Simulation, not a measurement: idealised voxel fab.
process module | voxel gate over fins
cross-section cut | 295 nm wide | cells 5 nm
A cross-section is a grid of square cells, given in bands from the top down. A band is one or more rows of cells.
Each band's line starts with the height of the band's top and of its bottom, in nm. Then come its materials from left to right, each with its width in nm. One material with "throughout" fills the band from edge to edge. "air" is empty space.
Height 0 is the level under which the wafer as received is all one material. The lowest band goes on downwards, as in "0 down".
A width such as "30 to 40" changes by the same amount from each row of cells to the next, from the band's top row to its bottom row.
"no change" after a step means that no cell of the cross-section changed.
closed voids: empty space of 8 cells or more with no open way to the top, each as width x height at its distance from the left edge, in nm
after a step's settings: what the simulator itself notes on the step
overlay nm, on a step with a mask: how far to the right of its planned place the mask lay; to the left if negative
plan
1 op RECEIVE | material Si
2 op CONFORMAL_DEP | material SiN | thk nm 5
3 op MASKED_ETCH | tone cover | mask id FINS | width nm 15 | pitch nm 45 | etch materials SiN | depth nm 5 | overlay nm 0
4 op MASKED_ETCH | tone cover | mask id FINS | width nm 15 | pitch nm 45 | etch materials Si | depth nm 35 | overlay nm 0
5 op FILL_DEP | material SiO2 | thk nm 15
6 op CMP | height nm 5
7 op SELECTIVE_ETCH | etch materials SiO2 | depth nm 20
8 op STRIP | etch materials SiN
9 op CONFORMAL_DEP | material HfO2 | thk nm 5
10 op CONFORMAL_DEP | material TiN | thk nm 5
11 op CONFORMAL_DEP | material TiAl | thk nm 5
12 op CONFORMAL_DEP | material TiN | thk nm 5
13 op FILL_DEP | material W | thk nm 10
14 op CMP | height nm 15
15 op CONFORMAL_DEP | material SiN | thk nm 5
varied across the wafers: height nm of step 14. The plan shows the first wafer's value. All wafers start alike
first wafer as received, after step 1
  0 down: Si throughout
  closed voids: none
each wafer at the end: cells of each material gained (+) or lost (-) since it was received, then its closed voids
height nm 15 | +83 HfO2 | -329 Si | +59 SiN | +188 SiO2 | +83 TiAl | +110 TiN | +42 W | closed voids: none
height nm 20 | +83 HfO2 | -329 Si | +59 SiN | +188 SiO2 | +83 TiAl | +148 TiN | +63 W | closed voids: none
height nm 25 | +83 HfO2 | -329 Si | +59 SiN | +188 SiO2 | +83 TiAl | +148 TiN | +122 W | closed voids: none
height nm 30 | +83 HfO2 | -329 Si | +59 SiN | +188 SiO2 | +83 TiAl | +148 TiN | +181 W | closed voids: none
